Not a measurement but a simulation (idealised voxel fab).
Name of the process module below: voxel ribs on slabs
The width of the displayed cross-section, cut, is 260 nm; its cells are square, with a size of 5 nm.
Heads up, the way a cross-section reads in here is a grid of square cells, handed over as bands from the top down, with every band being one or more rows of cells.
Top height, bottom height, nm. Materials left to right, width each, nm. Single material + "throughout" = fills band edge to edge. "air" = empty.
Beneath 0, the wafer as received is one material, and that level is where height counting begins. The lowest band goes on downward without a bottom; it is written like "0..down".
When a width is written as two numbers, as in "30->40", the first number is the width in the top row of cells of the band and the second is the width in its bottom row, and the width changes by the same amount from each row to the next.
The cross-section has no changed cell in any step marked "remained the same".
"Enclosed void list": empty spaces of 8 cells or more with no open way to the top, each given as width x height at distance, distance from the left edge, all in nm.
Anything after a step's settings on that line? It's the simulator's own note about the step.
overlay nm, on a step with a mask: how far to the right of its planned place the mask lay; to the left if negative

### Process steps (planned)
- 1: RECEIVE (material Si)
- 2: DIRECTIONAL_DEP (material SiO2; thk nm 20)
- 3: DIRECTIONAL_DEP (material polySi; thk nm 25)
- 4: MASKED_ETCH (tone cover; mask id RIB; width nm 15; etch materials polySi; depth nm 20; overlay nm 0)
- 5: PATTERN (tone cover; mask id SLAB; material resist; width nm 75; thk nm 20; overlay nm 0)
- 6: DIRECTIONAL_ETCH (etch materials polySi; depth nm 5)
- 7: STRIP (etch materials resist)
- 8: FILL_DEP (material SiO2; thk nm 25)
- 9: CMP (height nm 65)
- 10: DIRECTIONAL_DEP (material W; thk nm 5)
- 11: MASKED_ETCH (tone cover; mask id HEATER; width nm 25; etch materials W; depth nm 5; overlay nm 0)
- 12: CONFORMAL_DEP (material SiN; thk nm 5)

### as received, after step 1
  0..down = Si throughout
  Enclosed void list: none

### End-of-module cross-section of the first of two wafers, processed as planned
  75..70 = air=110 | SiN=35 | air=115
  70..65 = SiN=115 | W=25 | SiN=120
  65..45 = SiO2 throughout
  45..25 = SiO2=120 | polySi=15 | SiO2=125
  25..20 = SiO2=90 | polySi=75 | SiO2=95
  20..0 = SiO2 throughout
  0..down = Si throughout
  Enclosed void list: none

### Cross-sectional view: second of two wafers, end of module; start and plan identical to the first, one mistake in running
  75..70 = air=110 | SiN=35 | air=115
  70..65 = SiN=115 | W=25 | SiN=120
  65..25 = SiO2 throughout
  25..0 = polySi throughout
  0..down = Si throughout
  Enclosed void list: none
Short version of what went wrong: steps 2 and 3 of the plan were each performed in the slot designated for the other
Count the cells at the end and the second wafer has more or fewer of some materials than the first: SiO2 -233; polySi +233
